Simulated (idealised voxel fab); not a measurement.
Process module name: voxel capacitor over wiring
For reference, the cross-section in this document is cut, with width 295 nm and square cells of 5 nm.
If you're reading a cross-section in this doc, picture square cells in a grid; it comes to you as bands, top ones listed first down to the bottom, and a band can be one or more rows of cells.
Quick guide to a band line: top height, bottom height (nm) up front; then every material left to right with its width in nm. Only one material and it's marked "throughout"? Then it fills the band edge to edge. And "blank" just means empty space.
Height 0 is the level under which the wafer as received is all one material. The lowest band goes on downwards, as in "from 0 down".
Width "30..40": first value at the band's top row of cells, second value at its bottom row, equal change from row to row.
"no alteration" (step): cross-section cells unchanged, all of them.
Cavities, sealed: empty space of 8 cells or more with no open way to the top, each as width x height at its distance from the left edge, in nm
What comes after the settings on a step's line is commentary from the simulator itself on that step.
overlay nm: step with mask; distance mask lay right of planned place; negative value = left of planned place.
This section lists the process steps that were planned
1. RECEIVE | material Si
2. CONFORMAL_DEP | material SiO2 | thk nm 15
3. CONFORMAL_DEP | material SiCN | thk nm 5
4. DIRECTIONAL_DEP | material lowk | thk nm 15
5. DIRECTIONAL_DEP | material aC | thk nm 10
6. PATTERN | tone open | mask id METAL_1 | material resist | width nm 20 | pitch nm 85 | thk nm 30 | overlay nm 0
7. DIRECTIONAL_ETCH | etch materials aC | depth nm 10
8. STRIP | etch materials resist
9. DIRECTIONAL_ETCH | etch materials lowk | depth nm 15
10. DIRECTIONAL_ETCH | etch materials SiCN | depth nm 5
11. STRIP | etch materials aC
12. CONFORMAL_DEP | material TiN | thk nm 5
13. FILL_DEP | material Cu | thk nm 10
14. CMP | height nm 35
15. CONFORMAL_DEP | material SiCN | thk nm 5
16. DIRECTIONAL_DEP | material SiO2 | thk nm 20
17. PATTERN | tone open | mask id PLUG_1 | material resist | width nm 15 | thk nm 20 | overlay nm 0
18. DIRECTIONAL_ETCH | etch materials SiO2 | depth nm 20
19. DIRECTIONAL_ETCH | etch materials SiCN | depth nm 5
20. STRIP | etch materials resist
21. EPI | material Ru | thk nm 10
22. EPI | material Ru | thk nm 10
23. EPI | material Ru | thk nm 5
24. DIRECTIONAL_DEP | material TiN | thk nm 5
25. DIRECTIONAL_DEP | material HfO2 | thk nm 5
26. DIRECTIONAL_DEP | material TiN | thk nm 5
27. DIRECTIONAL_DEP | material aC | thk nm 15
28. PATTERN | tone cover | mask id UPPER_PLATE | material resist | width nm 70 | thk nm 35 | overlay nm 0
29. DIRECTIONAL_ETCH | etch materials aC | depth nm 15
30. STRIP | etch materials resist
31. DIRECTIONAL_ETCH | etch materials TiN | depth nm 5
32. DIRECTIONAL_ETCH | etch materials HfO2 | depth nm 5
33. STRIP | etch materials aC
34. DIRECTIONAL_DEP | material aC | thk nm 15
35. PATTERN | tone cover | mask id LOWER_PLATE | material resist | width nm 80 | thk nm 35 | overlay nm 0
36. DIRECTIONAL_ETCH | etch materials aC | depth nm 15
37. STRIP | etch materials resist
38. DIRECTIONAL_ETCH | etch materials TiN | depth nm 5
39. STRIP | etch materials aC
40. FILL_DEP | material SiO2 | thk nm 20
41. CMP | height nm 90
42. DIRECTIONAL_DEP | material aC | thk nm 15
43. PATTERN | tone open | mask id PLUG_2 | material resist | width nm 15 | thk nm 35 | overlay nm 0
44. DIRECTIONAL_ETCH | etch materials aC | depth nm 15
45. STRIP | etch materials resist
46. DIRECTIONAL_ETCH | etch materials SiO2 | depth nm 15
47. STRIP | etch materials aC
48. CONFORMAL_DEP | material TiN | thk nm 5
49. FILL_DEP | material Cu | thk nm 10
50. CMP | height nm 90
51. CONFORMAL_DEP | material SiCN | thk nm 5
On the first of the two wafers: run conducted according to plan
Incoming wafer, cross-sectional view, post step 1
from 0 down  Si throughout
Cavities, sealed: none
After step 2, in cross-section
from 15 to 0  SiO2 throughout
At heights below 0, the structure remains unaltered.
After step 3, in cross-section
from 20 to 15  SiCN throughout
At heights below 15, the structure remains unaltered.
After step 4, in cross-section
from 35 to 20  lowk throughout
At heights below 20, the structure remains unaltered.
After step 5, in cross-section
from 45 to 35  aC throughout
At heights below 35, the structure remains unaltered.
After step 6, in cross-section
from 75 to 45  resist (95) / blank (20) / resist (65) / blank (20) / resist (95)
At heights below 45, the structure remains unaltered.
After step 7, in cross-section
from 65 to 45  resist (95) / blank (20) / resist (65) / blank (20) / resist (95)
from 45 to 35  aC (95) / blank (20) / aC (65) / blank (20) / aC (95)
At heights below 35, the structure remains unaltered.
After step 8, in cross-section
from 45 to 35  aC (95) / blank (20) / aC (65) / blank (20) / aC (95)
At heights below 35, the structure remains unaltered.
After step 9, in cross-section
from 45 to 35  aC (95) / blank (20) / aC (65) / blank (20) / aC (95)
from 35 to 20  lowk (95) / blank (20) / lowk (65) / blank (20) / lowk (95)
At heights below 20, the structure remains unaltered.
After step 10, in cross-section
from 45 to 35  aC (95) / blank (20) / aC (65) / blank (20) / aC (95)
from 35 to 20  lowk (95) / blank (20) / lowk (65) / blank (20) / lowk (95)
from 20 to 15  SiCN (95) / blank (20) / SiCN (65) / blank (20) / SiCN (95)
At heights below 15, the structure remains unaltered.
After step 11, in cross-section
from 35 to 20  lowk (95) / blank (20) / lowk (65) / blank (20) / lowk (95)
At heights below 20, the structure remains unaltered.
After step 12, in cross-section
from 40 to 35  TiN (100) / blank (10) / TiN (75) / blank (10) / TiN (100)
from 35 to 20  lowk (95) / TiN (5) / blank (10) / TiN (5) / lowk (65) / TiN (5) / blank (10) / TiN (5) / lowk (95)
from 20 to 15  SiCN (95) / TiN (20) / SiCN (65) / TiN (20) / SiCN (95)
At heights below 15, the structure remains unaltered.
After step 13, in cross-section
from 50 to 40  Cu throughout
from 40 to 35  TiN (100) / Cu (10) / TiN (75) / Cu (10) / TiN (100)
from 35 to 20  lowk (95) / TiN (5) / Cu (10) / TiN (5) / lowk (65) / TiN (5) / Cu (10) / TiN (5) / lowk (95)
At heights below 20, the structure remains unaltered.
After step 14, in cross-section
from 35 to 20  lowk (95) / TiN (5) / Cu (10) / TiN (5) / lowk (65) / TiN (5) / Cu (10) / TiN (5) / lowk (95)
At heights below 20, the structure remains unaltered.
After step 15, in cross-section
from 40 to 35  SiCN throughout
At heights below 35, the structure remains unaltered.
After step 16, in cross-section
from 60 to 40  SiO2 throughout
At heights below 40, the structure remains unaltered.
After step 17, in cross-section
from 80 to 60  resist (100) / blank (15) / resist (180)
At heights below 60, the structure remains unaltered.
After step 18, in cross-section
from 80 to 60  resist (100) / blank (15) / resist (180)
from 60 to 40  SiO2 (100) / blank (15) / SiO2 (180)
At heights below 40, the structure remains unaltered.
After step 19, in cross-section
from 80 to 60  resist (100) / blank (15) / resist (180)
from 60 to 40  SiO2 (100) / blank (15) / SiO2 (180)
from 40 to 35  SiCN (100) / blank (15) / SiCN (180)
At heights below 35, the structure remains unaltered.
After step 20, in cross-section
from 60 to 40  SiO2 (100) / blank (15) / SiO2 (180)
At heights below 40, the structure remains unaltered.
After step 21, in cross-section
from 60 to 45  SiO2 (100) / blank (15) / SiO2 (180)
from 45 to 40  SiO2 (100) / Ru (15) / SiO2 (180)
from 40 to 35  SiCN (100) / Ru (15) / SiCN (180)
At heights below 35, the structure remains unaltered.
After step 22, in cross-section
from 60 to 55  SiO2 (100) / blank (15) / SiO2 (180)
from 55 to 40  SiO2 (100) / Ru (15) / SiO2 (180)
At heights below 40, the structure remains unaltered.
After step 23, in cross-section
from 60 to 40  SiO2 (100) / Ru (15) / SiO2 (180)
At heights below 40, the structure remains unaltered.
After step 24, in cross-section
from 65 to 60  TiN throughout
At heights below 60, the structure remains unaltered.
After step 25, in cross-section
from 70 to 65  HfO2 throughout
At heights below 65, the structure remains unaltered.
After step 26, in cross-section
from 75 to 70  TiN throughout
At heights below 70, the structure remains unaltered.
After step 27, in cross-section
from 90 to 75  aC throughout
At heights below 75, the structure remains unaltered.
After step 28, in cross-section
from 125 to 90  blank (100) / resist (70) / blank (125)
At heights below 90, the structure remains unaltered.
After step 29, in cross-section
from 110 to 90  blank (100) / resist (70) / blank (125)
from 90 to 75  blank (100) / aC (70) / blank (125)
At heights below 75, the structure remains unaltered.
After step 30, in cross-section
from 90 to 75  blank (100) / aC (70) / blank (125)
At heights below 75, the structure remains unaltered.
After step 31, in cross-section
from 90 to 75  blank (100) / aC (70) / blank (125)
from 75 to 70  blank (100) / TiN (70) / blank (125)
At heights below 70, the structure remains unaltered.
After step 32, in cross-section
from 90 to 75  blank (100) / aC (70) / blank (125)
from 75 to 70  blank (100) / TiN (70) / blank (125)
from 70 to 65  blank (100) / HfO2 (70) / blank (125)
At heights below 65, the structure remains unaltered.
After step 33, in cross-section
from 75 to 70  blank (100) / TiN (70) / blank (125)
At heights below 70, the structure remains unaltered.
After step 34, in cross-section
from 90 to 80  blank (100) / aC (70) / blank (125)
from 80 to 75  aC throughout
from 75 to 70  aC (100) / TiN (70) / aC (125)
from 70 to 65  aC (100) / HfO2 (70) / aC (125)
At heights below 65, the structure remains unaltered.
After step 35, in cross-section
from 125 to 90  blank (95) / resist (80) / blank (120)
from 90 to 80  blank (95) / resist (5) / aC (70) / resist (5) / blank (120)
At heights below 80, the structure remains unaltered.
After step 36, in cross-section
from 110 to 90  blank (95) / resist (80) / blank (120)
from 90 to 80  blank (95) / resist (5) / aC (70) / resist (5) / blank (120)
from 80 to 75  blank (95) / aC (80) / blank (120)
from 75 to 70  blank (95) / aC (5) / TiN (70) / aC (5) / blank (120)
from 70 to 65  blank (95) / aC (5) / HfO2 (70) / aC (5) / blank (120)
At heights below 65, the structure remains unaltered.
After step 37, in cross-section
from 90 to 80  blank (100) / aC (70) / blank (125)
At heights below 80, the structure remains unaltered.
After step 38, in cross-section
from 90 to 80  blank (100) / aC (70) / blank (125)
from 80 to 75  blank (95) / aC (80) / blank (120)
from 75 to 70  blank (95) / aC (5) / TiN (70) / aC (5) / blank (120)
from 70 to 65  blank (95) / aC (5) / HfO2 (70) / aC (5) / blank (120)
from 65 to 60  blank (95) / TiN (80) / blank (120)
At heights below 60, the structure remains unaltered.
After step 39, in cross-section
from 75 to 70  blank (100) / TiN (70) / blank (125)
from 70 to 65  blank (100) / HfO2 (70) / blank (125)
At heights below 65, the structure remains unaltered.
After step 40, in cross-section
from 95 to 75  SiO2 throughout
from 75 to 70  SiO2 (100) / TiN (70) / SiO2 (125)
from 70 to 65  SiO2 (100) / HfO2 (70) / SiO2 (125)
from 65 to 60  SiO2 (95) / TiN (80) / SiO2 (120)
At heights below 60, the structure remains unaltered.
After step 41, in cross-section
from 90 to 75  SiO2 throughout
At heights below 75, the structure remains unaltered.
After step 42, in cross-section
from 105 to 90  aC throughout
At heights below 90, the structure remains unaltered.
After step 43, in cross-section
from 140 to 105  resist (110) / blank (15) / resist (170)
At heights below 105, the structure remains unaltered.
After step 44, in cross-section
from 125 to 105  resist (110) / blank (15) / resist (170)
from 105 to 90  aC (110) / blank (15) / aC (170)
At heights below 90, the structure remains unaltered.
After step 45, in cross-section
from 105 to 90  aC (110) / blank (15) / aC (170)
At heights below 90, the structure remains unaltered.
After step 46, in cross-section
from 105 to 90  aC (110) / blank (15) / aC (170)
from 90 to 75  SiO2 (110) / blank (15) / SiO2 (170)
At heights below 75, the structure remains unaltered.
After step 47, in cross-section
from 90 to 75  SiO2 (110) / blank (15) / SiO2 (170)
At heights below 75, the structure remains unaltered.
After step 48, in cross-section
from 95 to 90  TiN (115) / blank (5) / TiN (175)
from 90 to 80  SiO2 (110) / TiN (5) / blank (5) / TiN (5) / SiO2 (170)
from 80 to 70  SiO2 (110..100) / TiN (15..70) / SiO2 (170..125)
At heights below 70, the structure remains unaltered.
After step 49, in cross-section
from 105 to 95  Cu throughout
from 95 to 90  TiN (115) / Cu (5) / TiN (175)
from 90 to 80  SiO2 (110) / TiN (5) / Cu (5) / TiN (5) / SiO2 (170)
At heights below 80, the structure remains unaltered.
After step 50, in cross-section
from 90 to 80  SiO2 (110) / TiN (5) / Cu (5) / TiN (5) / SiO2 (170)
At heights below 80, the structure remains unaltered.
After step 51, in cross-section
from 95 to 90  SiCN throughout
At heights below 90, the structure remains unaltered.
Wafer two of two - same starting point, same process plan, one mistake in execution; matches wafer one up to and including step 2
Cross-sectional representation of the second wafer at the time designated in the plan for the completion of step 3
from 20 to 15  TiN throughout
At heights below 15, the structure remains unaltered.
Cross-sectional representation of the second wafer at the time designated in the plan for the completion of step 4
from 35 to 20  lowk throughout
At heights below 20, the structure remains unaltered.
Cross-sectional representation of the second wafer at the time designated in the plan for the completion of step 5
from 45 to 35  aC throughout
At heights below 35, the structure remains unaltered.
Cross-sectional representation of the second wafer at the time designated in the plan for the completion of step 6
from 75 to 45  resist (95) / blank (20) / resist (65) / blank (20) / resist (95)
At heights below 45, the structure remains unaltered.
Cross-sectional representation of the second wafer at the time designated in the plan for the completion of step 7
from 65 to 45  resist (95) / blank (20) / resist (65) / blank (20) / resist (95)
from 45 to 35  aC (95) / blank (20) / aC (65) / blank (20) / aC (95)
At heights below 35, the structure remains unaltered.
Cross-sectional representation of the second wafer at the time designated in the plan for the completion of step 8
from 45 to 35  aC (95) / blank (20) / aC (65) / blank (20) / aC (95)
At heights below 35, the structure remains unaltered.
Cross-sectional representation of the second wafer at the time designated in the plan for the completion of step 9
from 45 to 35  aC (95) / blank (20) / aC (65) / blank (20) / aC (95)
from 35 to 20  lowk (95) / blank (20) / lowk (65) / blank (20) / lowk (95)
At heights below 20, the structure remains unaltered.
Cross-sectional representation of the second wafer at the time designated in the plan for the completion of step 10: no alteration
Cross-sectional representation of the second wafer at the time designated in the plan for the completion of step 11
from 35 to 20  lowk (95) / blank (20) / lowk (65) / blank (20) / lowk (95)
At heights below 20, the structure remains unaltered.
Cross-sectional representation of the second wafer at the time designated in the plan for the completion of step 12
from 40 to 35  TiN (100) / blank (10) / TiN (75) / blank (10) / TiN (100)
from 35 to 25  lowk (95) / TiN (5) / blank (10) / TiN (5) / lowk (65) / TiN (5) / blank (10) / TiN (5) / lowk (95)
from 25 to 20  lowk (95) / TiN (20) / lowk (65) / TiN (20) / lowk (95)
At heights below 20, the structure remains unaltered.
Cross-sectional representation of the second wafer at the time designated in the plan for the completion of step 13
from 50 to 40  Cu throughout
from 40 to 35  TiN (100) / Cu (10) / TiN (75) / Cu (10) / TiN (100)
from 35 to 25  lowk (95) / TiN (5) / Cu (10) / TiN (5) / lowk (65) / TiN (5) / Cu (10) / TiN (5) / lowk (95)
At heights below 25, the structure remains unaltered.
Cross-sectional representation of the second wafer at the time designated in the plan for the completion of step 14
from 35 to 25  lowk (95) / TiN (5) / Cu (10) / TiN (5) / lowk (65) / TiN (5) / Cu (10) / TiN (5) / lowk (95)
At heights below 25, the structure remains unaltered.
Cross-sectional representation of the second wafer at the time designated in the plan for the completion of step 15
from 40 to 35  SiCN throughout
At heights below 35, the structure remains unaltered.
Cross-sectional representation of the second wafer at the time designated in the plan for the completion of step 16
from 60 to 40  SiO2 throughout
At heights below 40, the structure remains unaltered.
Cross-sectional representation of the second wafer at the time designated in the plan for the completion of step 17
from 80 to 60  resist (100) / blank (15) / resist (180)
At heights below 60, the structure remains unaltered.
Cross-sectional representation of the second wafer at the time designated in the plan for the completion of step 18
from 80 to 60  resist (100) / blank (15) / resist (180)
from 60 to 40  SiO2 (100) / blank (15) / SiO2 (180)
At heights below 40, the structure remains unaltered.
Cross-sectional representation of the second wafer at the time designated in the plan for the completion of step 19
from 80 to 60  resist (100) / blank (15) / resist (180)
from 60 to 40  SiO2 (100) / blank (15) / SiO2 (180)
from 40 to 35  SiCN (100) / blank (15) / SiCN (180)
At heights below 35, the structure remains unaltered.
Cross-sectional representation of the second wafer at the time designated in the plan for the completion of step 20
from 60 to 40  SiO2 (100) / blank (15) / SiO2 (180)
At heights below 40, the structure remains unaltered.
Cross-sectional representation of the second wafer at the time designated in the plan for the completion of step 21
from 60 to 45  SiO2 (100) / blank (15) / SiO2 (180)
from 45 to 40  SiO2 (100) / Ru (15) / SiO2 (180)
from 40 to 35  SiCN (100) / Ru (15) / SiCN (180)
At heights below 35, the structure remains unaltered.
Cross-sectional representation of the second wafer at the time designated in the plan for the completion of step 22
from 60 to 55  SiO2 (100) / blank (15) / SiO2 (180)
from 55 to 40  SiO2 (100) / Ru (15) / SiO2 (180)
At heights below 40, the structure remains unaltered.
Cross-sectional representation of the second wafer at the time designated in the plan for the completion of step 23
from 60 to 40  SiO2 (100) / Ru (15) / SiO2 (180)
At heights below 40, the structure remains unaltered.
Cross-sectional representation of the second wafer at the time designated in the plan for the completion of step 24
from 65 to 60  TiN throughout
At heights below 60, the structure remains unaltered.
Cross-sectional representation of the second wafer at the time designated in the plan for the completion of step 25
from 70 to 65  HfO2 throughout
At heights below 65, the structure remains unaltered.
Cross-sectional representation of the second wafer at the time designated in the plan for the completion of step 26
from 75 to 70  TiN throughout
At heights below 70, the structure remains unaltered.
Cross-sectional representation of the second wafer at the time designated in the plan for the completion of step 27
from 90 to 75  aC throughout
At heights below 75, the structure remains unaltered.
Cross-sectional representation of the second wafer at the time designated in the plan for the completion of step 28
from 125 to 90  blank (100) / resist (70) / blank (125)
At heights below 90, the structure remains unaltered.
Cross-sectional representation of the second wafer at the time designated in the plan for the completion of step 29
from 110 to 90  blank (100) / resist (70) / blank (125)
from 90 to 75  blank (100) / aC (70) / blank (125)
At heights below 75, the structure remains unaltered.
Cross-sectional representation of the second wafer at the time designated in the plan for the completion of step 30
from 90 to 75  blank (100) / aC (70) / blank (125)
At heights below 75, the structure remains unaltered.
Cross-sectional representation of the second wafer at the time designated in the plan for the completion of step 31
from 90 to 75  blank (100) / aC (70) / blank (125)
from 75 to 70  blank (100) / TiN (70) / blank (125)
At heights below 70, the structure remains unaltered.
Cross-sectional representation of the second wafer at the time designated in the plan for the completion of step 32
from 90 to 75  blank (100) / aC (70) / blank (125)
from 75 to 70  blank (100) / TiN (70) / blank (125)
from 70 to 65  blank (100) / HfO2 (70) / blank (125)
At heights below 65, the structure remains unaltered.
Cross-sectional representation of the second wafer at the time designated in the plan for the completion of step 33
from 75 to 70  blank (100) / TiN (70) / blank (125)
At heights below 70, the structure remains unaltered.
Cross-sectional representation of the second wafer at the time designated in the plan for the completion of step 34
from 90 to 80  blank (100) / aC (70) / blank (125)
from 80 to 75  aC throughout
from 75 to 70  aC (100) / TiN (70) / aC (125)
from 70 to 65  aC (100) / HfO2 (70) / aC (125)
At heights below 65, the structure remains unaltered.
Cross-sectional representation of the second wafer at the time designated in the plan for the completion of step 35
from 125 to 90  blank (95) / resist (80) / blank (120)
from 90 to 80  blank (95) / resist (5) / aC (70) / resist (5) / blank (120)
At heights below 80, the structure remains unaltered.
Cross-sectional representation of the second wafer at the time designated in the plan for the completion of step 36
from 110 to 90  blank (95) / resist (80) / blank (120)
from 90 to 80  blank (95) / resist (5) / aC (70) / resist (5) / blank (120)
from 80 to 75  blank (95) / aC (80) / blank (120)
from 75 to 70  blank (95) / aC (5) / TiN (70) / aC (5) / blank (120)
from 70 to 65  blank (95) / aC (5) / HfO2 (70) / aC (5) / blank (120)
At heights below 65, the structure remains unaltered.
Cross-sectional representation of the second wafer at the time designated in the plan for the completion of step 37
from 90 to 80  blank (100) / aC (70) / blank (125)
At heights below 80, the structure remains unaltered.
Cross-sectional representation of the second wafer at the time designated in the plan for the completion of step 38
from 90 to 80  blank (100) / aC (70) / blank (125)
from 80 to 75  blank (95) / aC (80) / blank (120)
from 75 to 70  blank (95) / aC (5) / TiN (70) / aC (5) / blank (120)
from 70 to 65  blank (95) / aC (5) / HfO2 (70) / aC (5) / blank (120)
from 65 to 60  blank (95) / TiN (80) / blank (120)
At heights below 60, the structure remains unaltered.
Cross-sectional representation of the second wafer at the time designated in the plan for the completion of step 39
from 75 to 70  blank (100) / TiN (70) / blank (125)
from 70 to 65  blank (100) / HfO2 (70) / blank (125)
At heights below 65, the structure remains unaltered.
Cross-sectional representation of the second wafer at the time designated in the plan for the completion of step 40
from 95 to 75  SiO2 throughout
from 75 to 70  SiO2 (100) / TiN (70) / SiO2 (125)
from 70 to 65  SiO2 (100) / HfO2 (70) / SiO2 (125)
from 65 to 60  SiO2 (95) / TiN (80) / SiO2 (120)
At heights below 60, the structure remains unaltered.
Cross-sectional representation of the second wafer at the time designated in the plan for the completion of step 41
from 90 to 75  SiO2 throughout
At heights below 75, the structure remains unaltered.
Cross-sectional representation of the second wafer at the time designated in the plan for the completion of step 42
from 105 to 90  aC throughout
At heights below 90, the structure remains unaltered.
Cross-sectional representation of the second wafer at the time designated in the plan for the completion of step 43
from 140 to 105  resist (110) / blank (15) / resist (170)
At heights below 105, the structure remains unaltered.
Cross-sectional representation of the second wafer at the time designated in the plan for the completion of step 44
from 125 to 105  resist (110) / blank (15) / resist (170)
from 105 to 90  aC (110) / blank (15) / aC (170)
At heights below 90, the structure remains unaltered.
Cross-sectional representation of the second wafer at the time designated in the plan for the completion of step 45
from 105 to 90  aC (110) / blank (15) / aC (170)
At heights below 90, the structure remains unaltered.
Cross-sectional representation of the second wafer at the time designated in the plan for the completion of step 46
from 105 to 90  aC (110) / blank (15) / aC (170)
from 90 to 75  SiO2 (110) / blank (15) / SiO2 (170)
At heights below 75, the structure remains unaltered.
Cross-sectional representation of the second wafer at the time designated in the plan for the completion of step 47
from 90 to 75  SiO2 (110) / blank (15) / SiO2 (170)
At heights below 75, the structure remains unaltered.
Cross-sectional representation of the second wafer at the time designated in the plan for the completion of step 48
from 95 to 90  TiN (115) / blank (5) / TiN (175)
from 90 to 80  SiO2 (110) / TiN (5) / blank (5) / TiN (5) / SiO2 (170)
from 80 to 70  SiO2 (110..100) / TiN (15..70) / SiO2 (170..125)
At heights below 70, the structure remains unaltered.
Cross-sectional representation of the second wafer at the time designated in the plan for the completion of step 49
from 105 to 95  Cu throughout
from 95 to 90  TiN (115) / Cu (5) / TiN (175)
from 90 to 80  SiO2 (110) / TiN (5) / Cu (5) / TiN (5) / SiO2 (170)
At heights below 80, the structure remains unaltered.
Cross-sectional representation of the second wafer at the time designated in the plan for the completion of step 50
from 90 to 80  SiO2 (110) / TiN (5) / Cu (5) / TiN (5) / SiO2 (170)
At heights below 80, the structure remains unaltered.
Cross-sectional representation of the second wafer at the time designated in the plan for the completion of step 51
from 95 to 90  SiCN throughout
At heights below 90, the structure remains unaltered.
The mistake made against the process plan was this: step 3 deviated from plan and actually ran as CONFORMAL_DEP | material TiN | thk nm 5
Once processing is complete, comparing cell counts shows that the second wafer has more or fewer of certain materials than the first: -4 Cu | -51 SiCN | +55 TiN
